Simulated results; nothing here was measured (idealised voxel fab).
Proc. module: voxel trench capacitor
This is section cut - it's 295 nm across, gridded in 5 nm square cells.
Notation: cross-section as square-cell grid; stated in bands, top first, going down; one or more cell rows per band. What a band's entry tells you: where the top is and where the bottom is, as heights in nm, and after that what lies inside, material by material from left to right, each with its width in nm. Empty space is written as the word "blank", and a single material marked with the word "all across" occupies the band from edge to edge. The reference from which all heights are counted is 0, the level beneath which the as-received wafer is entirely one material; the lowest band, having no lower bound, proceeds downward and is written after the example "0 down". Per-row width for "30->40": begins at first number (top row of band), ends at second number (bottom row), increment between rows held constant. Where a step carries "same as before", the cross-section came out of it unchanged, cell for cell. Enclosed voids (no open way to top), threshold 8 cells or more, entry "Closed cavities", notation width x height at distance, distance from left edge, nm. Read whatever lies past the settings on a step's line as the simulator's own remark about the step. For masked steps, "overlay nm" on the step line gives how far right of plan the mask actually lay; a minus sign means it lay to the left.
## Process steps (planned)
1) RECEIVE | material Si
2) CONFORMAL_DEP | material SiN | thk nm 10
3) PATTERN | tone open | mask id TRENCH | material resist | width nm 15 | pitch nm 35 | thk nm 20 | overlay nm 0
4) DIRECTIONAL_ETCH | etch materials SiN | depth nm 10
5) DIRECTIONAL_ETCH | etch materials Si | depth nm 25
6) STRIP | etch materials resist
7) CONFORMAL_DEP | material Al2O3 | thk nm 5
8) FILL_DEP | material polySi | thk nm 5
9) CMP | height nm 10
## Here's what the wafer looked like in cross-section when it arrived - that's after step 1
0 down | Si all across
Closed cavities: none
## End-of-module XS, first of two wafers, run as planned
10 to 0 | SiN 105 nm | Al2O3 5 nm | polySi 5 nm | Al2O3 5 nm | SiN 20 nm | Al2O3 5 nm | polySi 5 nm | Al2O3 5 nm | SiN 20 nm | Al2O3 5 nm | polySi 5 nm | Al2O3 5 nm | SiN 105 nm
0 to -20 | Si 105 nm | Al2O3 5 nm | polySi 5 nm | Al2O3 5 nm | Si 20 nm | Al2O3 5 nm | polySi 5 nm | Al2O3 5 nm | Si 20 nm | Al2O3 5 nm | polySi 5 nm | Al2O3 5 nm | Si 105 nm
-20 to -25 | Si 105 nm | Al2O3 15 nm | Si 20 nm | Al2O3 15 nm | Si 20 nm | Al2O3 15 nm | Si 105 nm
-25 down | Si all across
Closed cavities: none
## Same start, same plan as the first wafer - but one mistake in the run. Cross-section of the second of the two at the end of the module
10 to 0 | SiN 105 nm | Al2O3 5 nm | polySi 5 nm | Al2O3 5 nm | SiN 20 nm | Al2O3 5 nm | polySi 5 nm | Al2O3 5 nm | SiN 20 nm | Al2O3 5 nm | polySi 5 nm | Al2O3 5 nm | SiN 105 nm
0 to -30 | Si 105 nm | Al2O3 5 nm | polySi 5 nm | Al2O3 5 nm | Si 20 nm | Al2O3 5 nm | polySi 5 nm | Al2O3 5 nm | Si 20 nm | Al2O3 5 nm | polySi 5 nm | Al2O3 5 nm | Si 105 nm
-30 to -35 | Si 105 nm | Al2O3 15 nm | Si 20 nm | Al2O3 15 nm | Si 20 nm | Al2O3 15 nm | Si 105 nm
-35 down | Si all across
Closed cavities: none
Deviation noted in wafer processing: step 5 was not run as planned; what actually ran was DIRECTIONAL_ETCH | etch materials Si | depth nm 35
Upon completion, the second wafer contains, in terms of cells, a greater or smaller amount of certain materials than the first wafer: +12 Al2O3, -18 Si, +6 polySi
